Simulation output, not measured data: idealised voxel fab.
The name of this process module is voxel capacitor over wiring.
cross-section cut | 200 nm wide | cells 5 nm
Reading order for cross-sections: top band down to bottom band. Underlying form: a grid of square cells. Band size: one or more rows of cells.
Look at the band entry: it leads with the top's height and the bottom's height in nm. Then it lists the materials left to right, with a width in nm for each. The word "edge to edge" on a single material says that material fills the band edge to edge. The word "blank" is empty space.
A quick word on heights: they are counted from 0, and under that level the wafer as it came to us is one material throughout. The lowest band is different from the rest in having no bottom; it simply continues downward, written as in "0 nm and below".
The two numbers in a width such as "30 to 40" mark its ends across the band: the first belongs to the top row of cells, the second to the bottom row, and from each row to the next the width moves by the same amount.
Any step labelled "no change" changed none of the cells in the cross-section.
"Enclosed voids": empty spaces of 8 cells or more with no open way to the top, each given as width x height at distance, distance from the left edge, all in nm.
after a step's settings: what the simulator itself notes on the step
overlay nm: step with mask; distance mask lay right of planned place; negative value = left of planned place.
Listed below are the process steps as planned:
1) RECEIVE,material Si
2) CONFORMAL_DEP,material SiO2,thk nm 15
3) CONFORMAL_DEP,material SiCN,thk nm 5
4) DIRECTIONAL_DEP,material lowk,thk nm 20
5) PATTERN,tone open,mask id METAL_1,material resist,width nm 30,pitch nm 80,thk nm 20,overlay nm 0
6) DIRECTIONAL_ETCH,etch materials lowk,depth nm 20
7) DIRECTIONAL_ETCH,etch materials SiCN,depth nm 5
8) STRIP,etch materials resist
9) CONFORMAL_DEP,material TiN,thk nm 5
10) FILL_DEP,material Cu,thk nm 5
11) CMP,height nm 40
12) CONFORMAL_DEP,material SiCN,thk nm 5
13) DIRECTIONAL_DEP,material lowk,thk nm 10
14) MASKED_ETCH,tone open,mask id PLUG_1,width nm 15,etch materials lowk,depth nm 10,overlay nm 0
15) MASKED_ETCH,tone open,mask id PLUG_1,width nm 15,etch materials SiCN,depth nm 5,overlay nm 0
16) EPI,material Ru,thk nm 10
17) EPI,material Ru,thk nm 5
18) DIRECTIONAL_DEP,material TiN,thk nm 10
19) DIRECTIONAL_DEP,material Al2O3,thk nm 5
20) DIRECTIONAL_DEP,material TiN,thk nm 5
21) PATTERN,tone cover,mask id UPPER_PLATE,material resist,width nm 55,thk nm 15,overlay nm 0
22) DIRECTIONAL_ETCH,etch materials TiN,depth nm 5
23) DIRECTIONAL_ETCH,etch materials Al2O3,depth nm 5
24) STRIP,etch materials resist
25) MASKED_ETCH,tone cover,mask id LOWER_PLATE,width nm 65,etch materials TiN,depth nm 10,overlay nm 0
26) FILL_DEP,material SiO2,thk nm 15
27) CMP,height nm 85
28) PATTERN,tone open,mask id PLUG_2,material resist,width nm 15,thk nm 15,overlay nm 0
29) DIRECTIONAL_ETCH,etch materials SiO2,depth nm 10
30) STRIP,etch materials resist
31) CONFORMAL_DEP,material TiN,thk nm 5
32) FILL_DEP,material W,thk nm 10
33) CMP,height nm 85
34) CONFORMAL_DEP,material SiN,thk nm 5
The first of the two wafers, which ran as planned:
Cross-sectional view of the wafer in its as-received condition, corresponding to the state after step 1:
	0 nm and below: Si edge to edge
	Enclosed voids: none
Cross-section through the wafer, step 2 finished:
	15 nm to 0 nm: SiO2 edge to edge
	Unchanged below 0.
Cross-section through the wafer, step 3 finished:
	20 nm to 15 nm: SiCN edge to edge
	Unchanged below 15.
Cross-section through the wafer, step 4 finished:
	40 nm to 20 nm: lowk edge to edge
	Unchanged below 20.
Cross-section through the wafer, step 5 finished:
	60 nm to 40 nm: resist 45 | blank 30 | resist 50 | blank 30 | resist 45
	Unchanged below 40.
Cross-section through the wafer, step 6 finished:
	60 nm to 40 nm: resist 45 | blank 30 | resist 50 | blank 30 | resist 45
	40 nm to 20 nm: lowk 45 | blank 30 | lowk 50 | blank 30 | lowk 45
	Unchanged below 20.
Cross-section through the wafer, step 7 finished:
	60 nm to 40 nm: resist 45 | blank 30 | resist 50 | blank 30 | resist 45
	40 nm to 20 nm: lowk 45 | blank 30 | lowk 50 | blank 30 | lowk 45
	20 nm to 15 nm: SiCN 45 | blank 30 | SiCN 50 | blank 30 | SiCN 45
	Unchanged below 15.
Cross-section through the wafer, step 8 finished:
	40 nm to 20 nm: lowk 45 | blank 30 | lowk 50 | blank 30 | lowk 45
	Unchanged below 20.
Cross-section through the wafer, step 9 finished:
	45 nm to 40 nm: TiN 50 | blank 20 | TiN 60 | blank 20 | TiN 50
	40 nm to 20 nm: lowk 45 | TiN 5 | blank 20 | TiN 5 | lowk 50 | TiN 5 | blank 20 | TiN 5 | lowk 45
	20 nm to 15 nm: SiCN 45 | TiN 30 | SiCN 50 | TiN 30 | SiCN 45
	Unchanged below 15.
Cross-section through the wafer, step 10 finished:
	50 nm to 45 nm: Cu edge to edge
	45 nm to 40 nm: TiN 50 | Cu 20 | TiN 60 | Cu 20 | TiN 50
	40 nm to 20 nm: lowk 45 | TiN 5 | Cu 20 | TiN 5 | lowk 50 | TiN 5 | Cu 20 | TiN 5 | lowk 45
	Unchanged below 20.
Cross-section through the wafer, step 11 finished:
	40 nm to 20 nm: lowk 45 | TiN 5 | Cu 20 | TiN 5 | lowk 50 | TiN 5 | Cu 20 | TiN 5 | lowk 45
	Unchanged below 20.
Cross-section through the wafer, step 12 finished:
	45 nm to 40 nm: SiCN edge to edge
	Unchanged below 40.
Cross-section through the wafer, step 13 finished:
	55 nm to 45 nm: lowk edge to edge
	Unchanged below 45.
Cross-section through the wafer, step 14 finished:
	55 nm to 45 nm: lowk 60 | blank 15 | lowk 125
	Unchanged below 45.
Cross-section through the wafer, step 15 finished:
	55 nm to 45 nm: lowk 60 | blank 15 | lowk 125
	45 nm to 40 nm: SiCN 60 | blank 15 | SiCN 125
	Unchanged below 40.
Cross-section through the wafer, step 16 finished:
	55 nm to 50 nm: lowk 60 | blank 15 | lowk 125
	50 nm to 45 nm: lowk 60 | Ru 15 | lowk 125
	45 nm to 40 nm: SiCN 60 | Ru 15 | SiCN 125
	Unchanged below 40.
Cross-section through the wafer, step 17 finished:
	55 nm to 45 nm: lowk 60 | Ru 15 | lowk 125
	Unchanged below 45.
Cross-section through the wafer, step 18 finished:
	65 nm to 55 nm: TiN edge to edge
	Unchanged below 55.
Cross-section through the wafer, step 19 finished:
	70 nm to 65 nm: Al2O3 edge to edge
	Unchanged below 65.
Cross-section through the wafer, step 20 finished:
	75 nm to 70 nm: TiN edge to edge
	Unchanged below 70.
Cross-section through the wafer, step 21 finished:
	90 nm to 75 nm: blank 60 | resist 55 | blank 85
	Unchanged below 75.
Cross-section through the wafer, step 22 finished:
	90 nm to 75 nm: blank 60 | resist 55 | blank 85
	75 nm to 70 nm: blank 60 | TiN 55 | blank 85
	Unchanged below 70.
Cross-section through the wafer, step 23 finished:
	90 nm to 75 nm: blank 60 | resist 55 | blank 85
	75 nm to 70 nm: blank 60 | TiN 55 | blank 85
	70 nm to 65 nm: blank 60 | Al2O3 55 | blank 85
	Unchanged below 65.
Cross-section through the wafer, step 24 finished:
	75 nm to 70 nm: blank 60 | TiN 55 | blank 85
	Unchanged below 70.
Cross-section through the wafer, step 25 finished:
	75 nm to 70 nm: blank 60 | TiN 55 | blank 85
	70 nm to 65 nm: blank 60 | Al2O3 55 | blank 85
	65 nm to 55 nm: blank 55 | TiN 65 | blank 80
	Unchanged below 55.
Cross-section through the wafer, step 26 finished:
	90 nm to 75 nm: SiO2 edge to edge
	75 nm to 70 nm: SiO2 60 | TiN 55 | SiO2 85
	70 nm to 65 nm: SiO2 60 | Al2O3 55 | SiO2 85
	65 nm to 55 nm: SiO2 55 | TiN 65 | SiO2 80
	Unchanged below 55.
Cross-section through the wafer, step 27 finished:
	85 nm to 75 nm: SiO2 edge to edge
	Unchanged below 75.
Cross-section through the wafer, step 28 finished:
	100 nm to 85 nm: resist 70 | blank 15 | resist 115
	Unchanged below 85.
Cross-section through the wafer, step 29 finished:
	100 nm to 85 nm: resist 70 | blank 15 | resist 115
	85 nm to 75 nm: SiO2 70 | blank 15 | SiO2 115
	Unchanged below 75.
Cross-section through the wafer, step 30 finished:
	85 nm to 75 nm: SiO2 70 | blank 15 | SiO2 115
	Unchanged below 75.
Cross-section through the wafer, step 31 finished:
	90 nm to 85 nm: TiN 75 | blank 5 | TiN 120
	85 nm to 80 nm: SiO2 70 | TiN 5 | blank 5 | TiN 5 | SiO2 115
	80 nm to 70 nm: SiO2 70 to 60 | TiN 15 to 55 | SiO2 115 to 85
	Unchanged below 70.
Cross-section through the wafer, step 32 finished:
	100 nm to 90 nm: W edge to edge
	90 nm to 85 nm: TiN 75 | W 5 | TiN 120
	85 nm to 80 nm: SiO2 70 | TiN 5 | W 5 | TiN 5 | SiO2 115
	Unchanged below 80.
Cross-section through the wafer, step 33 finished:
	85 nm to 80 nm: SiO2 70 | TiN 5 | W 5 | TiN 5 | SiO2 115
	Unchanged below 80.
Cross-section through the wafer, step 34 finished:
	90 nm to 85 nm: SiN edge to edge
	Unchanged below 85.
The second wafer was prepared from the same starting point and under the same plan as the first; its processing contained one mistake, and it remains indistinguishable from the first wafer up to and including step 17:
At the planned end of step 18, the second wafer in cross-section:
	60 nm to 55 nm: Al2O3 edge to edge
	Unchanged below 55.
At the planned end of step 19, the second wafer in cross-section:
	70 nm to 60 nm: TiN edge to edge
	Unchanged below 60.
At the planned end of step 20, the second wafer in cross-section:
	75 nm to 60 nm: TiN edge to edge
	Unchanged below 60.
At the planned end of step 21, the second wafer in cross-section:
	90 nm to 75 nm: blank 60 | resist 55 | blank 85
	Unchanged below 75.
At the planned end of step 22, the second wafer in cross-section:
	90 nm to 75 nm: blank 60 | resist 55 | blank 85
	75 nm to 70 nm: blank 60 | TiN 55 | blank 85
	Unchanged below 70.
At the planned end of step 23, the second wafer in cross-section: no change
At the planned end of step 24, the second wafer in cross-section:
	75 nm to 70 nm: blank 60 | TiN 55 | blank 85
	Unchanged below 70.
At the planned end of step 25, the second wafer in cross-section:
	75 nm to 70 nm: blank 60 | TiN 55 | blank 85
	70 nm to 60 nm: blank 55 | TiN 65 | blank 80
	Unchanged below 60.
At the planned end of step 26, the second wafer in cross-section:
	90 nm to 75 nm: SiO2 edge to edge
	75 nm to 70 nm: SiO2 60 | TiN 55 | SiO2 85
	70 nm to 60 nm: SiO2 55 | TiN 65 | SiO2 80
	Unchanged below 60.
At the planned end of step 27, the second wafer in cross-section:
	85 nm to 75 nm: SiO2 edge to edge
	Unchanged below 75.
At the planned end of step 28, the second wafer in cross-section:
	100 nm to 85 nm: resist 70 | blank 15 | resist 115
	Unchanged below 85.
At the planned end of step 29, the second wafer in cross-section:
	100 nm to 85 nm: resist 70 | blank 15 | resist 115
	85 nm to 75 nm: SiO2 70 | blank 15 | SiO2 115
	Unchanged below 75.
At the planned end of step 30, the second wafer in cross-section:
	85 nm to 75 nm: SiO2 70 | blank 15 | SiO2 115
	Unchanged below 75.
At the planned end of step 31, the second wafer in cross-section:
	90 nm to 85 nm: TiN 75 | blank 5 | TiN 120
	85 nm to 80 nm: SiO2 70 | TiN 5 | blank 5 | TiN 5 | SiO2 115
	80 nm to 70 nm: SiO2 70 to 60 | TiN 15 to 55 | SiO2 115 to 85
	Unchanged below 70.
At the planned end of step 32, the second wafer in cross-section:
	100 nm to 90 nm: W edge to edge
	90 nm to 85 nm: TiN 75 | W 5 | TiN 120
	85 nm to 80 nm: SiO2 70 | TiN 5 | W 5 | TiN 5 | SiO2 115
	Unchanged below 80.
At the planned end of step 33, the second wafer in cross-section:
	85 nm to 80 nm: SiO2 70 | TiN 5 | W 5 | TiN 5 | SiO2 115
	Unchanged below 80.
At the planned end of step 34, the second wafer in cross-section:
	90 nm to 85 nm: SiN edge to edge
	Unchanged below 85.
Misprocessing identified: so 18 and 19 got swapped relative to the plan, each ran where the other was supposed to
Wrapping up, a cell-based count of both wafers puts the second over or under the first for these materials: Al2O3 +29 | SiO2 -29
